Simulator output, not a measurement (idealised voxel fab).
Process module under the name voxel self aligned vias
205 nm wide, 5 nm square cells: that's cross-section cut.
This document writes a cross-section as a grid whose cells are square, and gives it as bands, listed from the top down; one or more rows of cells form a band. Basically the band line says how high the top is and how high the bottom is, in nm, and then what's in it from left to right, every material with its width in nm. Empty space shows up as "air", and if a single material carries "everywhere" it runs the full band edge to edge. Counting heights begins at 0, where everything beneath is, in the wafer as received, one material. The lowest band has no bottom; it goes on downwards, as "0..down" shows. Width "30 to 40": first value at the band's top row of cells, second value at its bottom row, equal change from row to row. Reading "stayed the same" for a step: not a cell of the cross-section changed in it. In "Closed void list" the enclosed voids are listed, meaning empty spaces of 8 cells or larger without any opening to the top. The form is width x height at distance, distance from the left edge, units nm. What comes after the settings on a step's line is commentary from the simulator itself on that step. overlay nm: mask offset rightward from planned place, masked step; negative means leftward offset.

## plan
| 1 | op RECEIVE | material Si |
| 2 | op CONFORMAL_DEP | material SiO2 | thk nm 10 |
| 3 | op CONFORMAL_DEP | material SiCN | thk nm 5 |
| 4 | op DIRECTIONAL_DEP | material lowk | thk nm 20 |
| 5 | op PATTERN | tone open | mask id LINES | material resist | width nm 25 | pitch nm 65 | thk nm 20 | overlay nm 0 |
| 6 | op DIRECTIONAL_ETCH | etch materials lowk | depth nm 20 |
| 7 | op STRIP | etch materials resist |
| 8 | op CONFORMAL_DEP | material TiN | thk nm 5 |
| 9 | op FILL_DEP | material Ru | thk nm 5 |
| 10 | op CMP | height nm 35 |
| 11 | op SELECTIVE_ETCH | etch materials W Ru TiN | depth nm 10 |
| 12 | op FILL_DEP | material SiN | thk nm 5 |
| 13 | op CMP | height nm 35 |
| 14 | op DIRECTIONAL_DEP | material lowk | thk nm 15 |
| 15 | op DIRECTIONAL_DEP | material aC | thk nm 10 |
| 16 | op PATTERN | tone open | mask id VIAS | material resist | width nm 45 | thk nm 25 | overlay nm 0 |
| 17 | op DIRECTIONAL_ETCH | etch materials aC | depth nm 10 |
| 18 | op STRIP | etch materials resist |
| 19 | op DIRECTIONAL_ETCH | etch materials lowk | depth nm 15 |
| 20 | op DIRECTIONAL_ETCH | etch materials SiN | depth nm 10 |
| 21 | op STRIP | etch materials aC |
| 22 | op CONFORMAL_DEP | material TiN | thk nm 5 |
| 23 | op FILL_DEP | material Cu | thk nm 5 |
| 24 | op CMP | height nm 50 |
| 25 | op CONFORMAL_DEP | material SiN | thk nm 5 |

## As received (post step 1): cross-section
* 0..down | Si everywhere
* Closed void list: none

## first wafer at the end, as planned
* 55..50 | SiN everywhere
* 50..40 | lowk (45), TiN (5), Cu (35), TiN (5), lowk (115)
* 40..35 | lowk (45), TiN (15), Cu (15), TiN (15), lowk (115)
* 35..30 | lowk (55), TiN (5), Cu (15), TiN (5), lowk (40), SiN (25), lowk (60)
* 30..25 | lowk (55), TiN (25), lowk (40), SiN (25), lowk (60)
* 25..20 | lowk (55), TiN (5), Ru (15), TiN (5), lowk (40), TiN (5), Ru (15), TiN (5), lowk (60)
* 20..15 | lowk (55), TiN (25), lowk (40), TiN (25), lowk (60)
* 15..10 | SiCN everywhere
* 10..0 | SiO2 everywhere
* 0..down | Si everywhere
* Closed void list: none

## Cross-sectional view of the second of two wafers upon completion of the module. This wafer shared its starting condition and process plan with the first; one error was made during its execution
* 55..50 | SiN everywhere
* 50..35 | lowk (45), TiN (5), Cu (35), TiN (5), lowk (115)
* 35..30 | lowk (45), TiN (5), Cu (35), TiN (5), lowk (30), SiN (25), lowk (60)
* 30..25 | lowk (45), TiN (45), lowk (30), SiN (25), lowk (60)
* 25..20 | lowk (45), TiN (15), Ru (15), TiN (15), lowk (30), TiN (5), Ru (15), TiN (5), lowk (60)
* 20..15 | lowk (55), TiN (25), lowk (40), TiN (25), lowk (60)
* 15..10 | SiCN everywhere
* 10..0 | SiO2 everywhere
* 0..down | Si everywhere
* Closed void list: none
What went wrong in running the wafer? step 19, plan: ran twice
Count the cells at the end and the second wafer has more or fewer of some materials than the first: 8 more of Cu; 4 more of TiN; 12 fewer of lowk
